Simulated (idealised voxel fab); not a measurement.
process module | voxel transistor to metal
cross-section cut | 140 nm wide | cells 5 nm
A cross-section is a grid of square cells, given in bands from the top down. A band is one or more rows of cells.
Each band's line starts with the height of the band's top and of its bottom, in nm. Then come its materials from left to right, each with its width in nm. One material with "throughout" fills the band from edge to edge. "air" is empty space.
Height 0 is the level under which the wafer as received is all one material. The lowest band goes on downwards, as in "0 down".
A width such as "30 to 40" changes by the same amount from each row of cells to the next, from the band's top row to its bottom row.
"no change" after a step means that no cell of the cross-section changed.
closed voids: empty space of 8 cells or more with no open way to the top, each as width x height at its distance from the left edge, in nm
after a step's settings: what the simulator itself notes on the step
overlay nm, on a step with a mask: how far to the right of its planned place the mask lay; to the left if negative
plan
1 op RECEIVE | material Si
2 op OXIDIZE | depth nm 5
3 op CONFORMAL_DEP | material SiN | thk nm 15
4 op MASKED_ETCH | tone cover | mask id ACTIVE | width nm 110 | etch materials SiN | depth nm 15 | overlay nm 0
5 op MASKED_ETCH | tone cover | mask id ACTIVE | width nm 110 | etch materials SiO2 | depth nm 5 | overlay nm 0
6 op MASKED_ETCH | tone cover | mask id ACTIVE | width nm 110 | etch materials Si | depth nm 35 | overlay nm 0
7 op FILL_DEP | material SiO2 | thk nm 5
8 op CMP | height nm 15
9 op SELECTIVE_ETCH | etch materials SiO2 | depth nm 10
10 op STRIP | etch materials SiN
11 op SELECTIVE_ETCH | etch materials SiO2 | depth nm 5
12 op OXIDIZE | depth nm 5
13 op DIRECTIONAL_DEP | material polySi | thk nm 30
14 op DIRECTIONAL_DEP | material SiCN | thk nm 15
15 op DIRECTIONAL_DEP | material aC | thk nm 10
16 op PATTERN | tone cover | mask id GATE | material resist | width nm 20 | thk nm 25 | overlay nm 0
17 op DIRECTIONAL_ETCH | etch materials aC | depth nm 10
18 op STRIP | etch materials resist
19 op DIRECTIONAL_ETCH | etch materials SiCN | depth nm 25
20 op DIRECTIONAL_ETCH | etch materials polySi | depth nm 40
21 op STRIP | etch materials aC
22 op CONFORMAL_DEP | material SiO2 | thk nm 5
23 op DIRECTIONAL_ETCH | etch materials SiO2 | depth nm 5
24 op CONFORMAL_DEP | material SiN | thk nm 5
25 op DIRECTIONAL_ETCH | etch materials SiN | depth nm 5
26 op DIRECTIONAL_ETCH | etch materials SiO2 | depth nm 5
27 op DIRECTIONAL_ETCH | etch materials Si | depth nm 10
28 op EPI | material SiGe | thk nm 15
29 op FILL_DEP | material SiO2 | thk nm 5
30 op CMP | height nm 40
31 op DIRECTIONAL_DEP | material SiO2 | thk nm 15
32 op DIRECTIONAL_DEP | material aC | thk nm 15
33 op PATTERN | tone open | mask id CONTACT | material resist | width nm 20 | pitch nm 80 | thk nm 30 | overlay nm 0
34 op DIRECTIONAL_ETCH | etch materials aC | depth nm 15
35 op STRIP | etch materials resist
36 op DIRECTIONAL_ETCH | etch materials SiO2 | depth nm 50
37 op STRIP | etch materials aC
38 op CONFORMAL_DEP | material TiN | thk nm 5
39 op FILL_DEP | material Ru | thk nm 10
40 op CMP | height nm 55
41 op CONFORMAL_DEP | material SiCN | thk nm 5
42 op DIRECTIONAL_DEP | material SiO2 | thk nm 15
43 op DIRECTIONAL_DEP | material aC | thk nm 15
44 op PATTERN | tone open | mask id METAL_1 | material resist | width nm 20 | pitch nm 80 | thk nm 35 | overlay nm 0
45 op DIRECTIONAL_ETCH | etch materials aC | depth nm 15
46 op STRIP | etch materials resist
47 op DIRECTIONAL_ETCH | etch materials SiO2 | depth nm 15
48 op DIRECTIONAL_ETCH | etch materials SiCN | depth nm 5
49 op STRIP | etch materials aC
50 op CONFORMAL_DEP | material TiN | thk nm 5
51 op FILL_DEP | material W | thk nm 10
52 op CMP | height nm 75
53 op CONFORMAL_DEP | material SiCN | thk nm 5
as received, after step 1
  0 down: Si throughout
  closed voids: none
first wafer at the end, as planned
  80 to 75: SiCN throughout
  75 to 60: SiO2 20 | TiN 5 | W 10 | TiN 5 | SiO2 60 | TiN 5 | W 10 | TiN 5 | SiO2 20
  60 to 55: SiCN 20 | TiN 20 | SiCN 60 | TiN 20 | SiCN 20
  55 to 40: SiO2 20 | TiN 5 | Ru 10 | TiN 5 | SiO2 60 | TiN 5 | Ru 10 | TiN 5 | SiO2 20
  40 to 25: SiO2 20 | TiN 5 | Ru 10 | TiN 5 | SiO2 10 | SiN 5 | SiO2 5 | SiCN 20 | SiO2 5 | SiN 5 | SiO2 10 | TiN 5 | Ru 10 | TiN 5 | SiO2 20
  25 to 10: SiO2 20 | TiN 5 | Ru 10 | TiN 5 | SiO2 10 | SiN 5 | SiO2 5 | polySi 20 | SiO2 5 | SiN 5 | SiO2 10 | TiN 5 | Ru 10 | TiN 5 | SiO2 20
  10 to 5: SiO2 20 | TiN 20 | SiO2 10 | SiN 5 | SiO2 5 | polySi 20 | SiO2 5 | SiN 5 | SiO2 10 | TiN 20 | SiO2 20
  5 to 0: SiO2 15 | SiGe 35 | SiN 5 | SiO2 5 | polySi 20 | SiO2 5 | SiN 5 | SiGe 35 | SiO2 15
  0 to -5: SiO2 15 | SiN 5 | SiGe 30 | SiN 5 | SiO2 5 | polySi 20 | SiO2 5 | SiN 5 | SiGe 30 | SiN 5 | SiO2 15
  -5 to -10: SiO2 20 | SiGe 30 | SiO2 40 | SiGe 30 | SiO2 20
  -10 to -20: SiO2 15 | Si 5 | SiGe 30 | Si 40 | SiGe 30 | Si 5 | SiO2 15
  -20 to -40: SiO2 15 | Si 110 | SiO2 15
  -40 down: Si throughout
  closed voids: none
second wafer at the end: like start, like plan, one mistake
  80 to 75: SiCN throughout
  75 to 60: SiO2 20 | TiN 5 | W 10 | TiN 5 | SiO2 60 | TiN 5 | W 10 | TiN 5 | SiO2 20
  60 to 55: SiCN 20 | TiN 20 | SiCN 60 | TiN 20 | SiCN 20
  55 to 40: SiO2 20 | TiN 5 | Ru 10 | TiN 5 | SiO2 60 | TiN 5 | Ru 10 | TiN 5 | SiO2 20
  40 to 25: SiO2 20 | TiN 5 | Ru 10 | TiN 5 | SiO2 15 | SiN 5 | SiCN 20 | SiN 5 | SiO2 15 | TiN 5 | Ru 10 | TiN 5 | SiO2 20
  25 to 10: SiO2 20 | TiN 5 | Ru 10 | TiN 5 | SiO2 15 | SiN 5 | polySi 20 | SiN 5 | SiO2 15 | TiN 5 | Ru 10 | TiN 5 | SiO2 20
  10 to 5: SiO2 20 | TiN 20 | SiO2 15 | SiN 5 | polySi 20 | SiN 5 | SiO2 15 | TiN 20 | SiO2 20
  5 to -5: SiO2 40 | SiGe 15 | SiN 5 | polySi 20 | SiN 5 | SiGe 15 | SiO2 40
  -5 to -10: SiO2 10 | SiN 5 | SiGe 40 | SiN 5 | SiO2 20 | SiN 5 | SiGe 40 | SiN 5 | SiO2 10
  -10 to -20: SiO2 15 | SiGe 40 | Si 30 | SiGe 40 | SiO2 15
  -20 to -40: SiO2 15 | Si 110 | SiO2 15
  -40 down: Si throughout
  closed voids: none
what went wrong: step 22 was left out
at the end the second wafer has, in cells: 8 fewer of Si | 2 fewer of SiGe | 2 more of SiN | 8 more of SiO2
